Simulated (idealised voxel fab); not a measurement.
Herein follows the process module entitled voxel transistor to metal.
In the cross-section labelled cut, the width is 270 nm and each square cell is 5 nm.
When this document writes out a cross-section, it uses a grid of square cells and lists it as bands, beginning at the top and moving down, with a band standing for one or more rows of cells. The entry gives the band's vertical extent as a top height and a bottom height in nm, then its horizontal make-up as materials from left to right, each with a width in nm. "blank" stands for empty space; a single material marked "full width" fills the band edge to edge. All heights in this document are referenced to 0, defined as the level beneath which the wafer, as received, consists entirely of one material. The lowest band is not bounded below; it extends indefinitely downward and is written in the form "z 0 and below". The width entry "30 to 40" should be interpreted row by row: the top row of cells in the band takes the first number, the bottom row takes the second number, and the change between adjacent rows is uniform throughout. The designation "nothing altered", where it is given for a processing step, indicates that no cell of the cross-section was altered in the course of that step. "Fully enclosed voids" specifies each empty space that is not open to the top and that occupies no fewer than 8 cells, using the form width x height at distance, the distance measured from the left edge and all three quantities in nm. Post-settings text on a step line: simulator's own remark regarding the step. "overlay nm" denotes, for a step that has a mask, the displacement of the mask to the right of its planned place, with negative values corresponding to the left.
The following list gives the planned process steps
1. RECEIVE,material Si
2. CONFORMAL_DEP,material SiO2,thk nm 5
3. CONFORMAL_DEP,material SiN,thk nm 10
4. PATTERN,tone cover,mask id ACTIVE,material resist,width nm 95,pitch nm 125,thk nm 15,overlay nm 0
5. DIRECTIONAL_ETCH,etch materials SiN,depth nm 10
6. DIRECTIONAL_ETCH,etch materials SiO2,depth nm 5
7. DIRECTIONAL_ETCH,etch materials Si,depth nm 20
8. STRIP,etch materials resist
9. FILL_DEP,material SiO2,thk nm 15
10. CMP,height nm 15
11. SELECTIVE_ETCH,etch materials SiO2,depth nm 5
12. STRIP,etch materials SiN
13. SELECTIVE_ETCH,etch materials SiO2,depth nm 5
14. OXIDIZE,depth nm 5
15. DIRECTIONAL_DEP,material polySi,thk nm 25
16. DIRECTIONAL_DEP,material SiCN,thk nm 15
17. PATTERN,tone cover,mask id GATE,material resist,width nm 25,pitch nm 125,thk nm 20,overlay nm 0
18. DIRECTIONAL_ETCH,etch materials SiCN,depth nm 25
19. DIRECTIONAL_ETCH,etch materials polySi,depth nm 35
20. STRIP,etch materials resist
21. CONFORMAL_DEP,material SiO2,thk nm 5
22. DIRECTIONAL_ETCH,etch materials SiO2,depth nm 5
23. CONFORMAL_DEP,material SiN,thk nm 5
24. DIRECTIONAL_ETCH,etch materials SiN,depth nm 5
25. DIRECTIONAL_ETCH,etch materials SiO2,depth nm 5
26. DIRECTIONAL_ETCH,etch materials Si,depth nm 10
27. EPI,material nSi,thk nm 10
28. FILL_DEP,material SiO2,thk nm 10
29. CMP,height nm 40
30. DIRECTIONAL_DEP,material SiO2,thk nm 15
31. DIRECTIONAL_DEP,material aC,thk nm 10
32. PATTERN,tone open,mask id CONTACT,material resist,width nm 15,thk nm 30,overlay nm 0
33. DIRECTIONAL_ETCH,etch materials aC,depth nm 10
34. STRIP,etch materials resist
35. DIRECTIONAL_ETCH,etch materials SiO2,depth nm 50
36. STRIP,etch materials aC
37. CONFORMAL_DEP,material TiN,thk nm 5
38. FILL_DEP,material W,thk nm 10
39. CMP,height nm 55
40. CONFORMAL_DEP,material SiCN,thk nm 5
41. DIRECTIONAL_DEP,material SiO2,thk nm 20
42. DIRECTIONAL_DEP,material aC,thk nm 15
43. PATTERN,tone open,mask id METAL_1,material resist,width nm 15,thk nm 30,overlay nm 0
44. DIRECTIONAL_ETCH,etch materials aC,depth nm 15
45. STRIP,etch materials resist
46. DIRECTIONAL_ETCH,etch materials SiO2,depth nm 20
47. DIRECTIONAL_ETCH,etch materials SiCN,depth nm 5
48. STRIP,etch materials aC
49. CONFORMAL_DEP,material TiN,thk nm 5
50. FILL_DEP,material Cu,thk nm 5
51. CMP,height nm 80
52. EPI,material Ru,thk nm 5
53. FILL_DEP,material SiCN,thk nm 5
Cross-section: wafer on arrival = after step 1
> z 0 and below | Si full width
> Fully enclosed voids: none
Module complete, cross-section. Starting point and plan per above. One mistake made in running the module
> z 90 to 85 | SiCN full width
> z 85 to 80 | 25 of SiCN / 25 of Ru / 45 of SiCN / 25 of Ru / 30 of SiCN / 25 of Ru / 45 of SiCN / 25 of Ru / 25 of SiCN
> z 80 to 60 | 30 of SiO2 / 5 of TiN / 5 of Cu / 5 of TiN / 55 of SiO2 / 5 of TiN / 5 of Cu / 5 of TiN / 40 of SiO2 / 5 of TiN / 5 of Cu / 5 of TiN / 55 of SiO2 / 5 of TiN / 5 of Cu / 5 of TiN / 30 of SiO2
> z 60 to 55 | 30 of SiCN / 15 of TiN / 55 of SiCN / 15 of TiN / 40 of SiCN / 15 of TiN / 55 of SiCN / 15 of TiN / 30 of SiCN
> z 55 to 40 | 30 of SiO2 / 5 of TiN / 5 of W / 5 of TiN / 55 of SiO2 / 5 of TiN / 5 of W / 5 of TiN / 40 of SiO2 / 5 of TiN / 5 of W / 5 of TiN / 55 of SiO2 / 5 of TiN / 5 of W / 5 of TiN / 30 of SiO2
> z 40 to 25 | 30 of SiO2 / 5 of TiN / 5 of W / 5 of TiN / 5 of SiO2 / 5 of SiN / 5 of SiO2 / 25 of SiCN / 5 of SiO2 / 5 of SiN / 5 of SiO2 / 5 of TiN / 5 of W / 5 of TiN / 40 of SiO2 / 5 of TiN / 5 of W / 5 of TiN / 5 of SiO2 / 5 of SiN / 5 of SiO2 / 25 of SiCN / 5 of SiO2 / 5 of SiN / 5 of SiO2 / 5 of TiN / 5 of W / 5 of TiN / 30 of SiO2
> z 25 to 20 | 30 of SiO2 / 15 of TiN / 5 of SiO2 / 5 of SiN / 5 of SiO2 / 25 of polySi / 5 of SiO2 / 5 of SiN / 5 of SiO2 / 15 of TiN / 40 of SiO2 / 15 of TiN / 5 of SiO2 / 5 of SiN / 5 of SiO2 / 25 of polySi / 5 of SiO2 / 5 of SiN / 5 of SiO2 / 15 of TiN / 30 of SiO2
> z 20 to 5 | 50 of SiO2 / 5 of SiN / 5 of SiO2 / 25 of polySi / 5 of SiO2 / 5 of SiN / 80 of SiO2 / 5 of SiN / 5 of SiO2 / 25 of polySi / 5 of SiO2 / 5 of SiN / 50 of SiO2
> z 5 to 0 | 25 of SiO2 / 5 of SiN / 20 of nSi / 5 of SiN / 5 of SiO2 / 25 of polySi / 5 of SiO2 / 5 of SiN / 20 of nSi / 5 of SiN / 30 of SiO2 / 5 of SiN / 20 of nSi / 5 of SiN / 5 of SiO2 / 25 of polySi / 5 of SiO2 / 5 of SiN / 20 of nSi / 5 of SiN / 25 of SiO2
> z 0 to -5 | 30 of SiO2 / 20 of nSi / 45 of SiO2 / 20 of nSi / 40 of SiO2 / 20 of nSi / 45 of SiO2 / 20 of nSi / 30 of SiO2
> z -5 to -15 | 25 of SiO2 / 5 of Si / 20 of nSi / 45 of Si / 20 of nSi / 5 of Si / 30 of SiO2 / 5 of Si / 20 of nSi / 45 of Si / 20 of nSi / 5 of Si / 25 of SiO2
> z -15 to -20 | 25 of SiO2 / 95 of Si / 30 of SiO2 / 95 of Si / 25 of SiO2
> z -20 and below | Si full width
> Fully enclosed voids: none
What broke from the plan during processing? the plan's step 30 ran twice
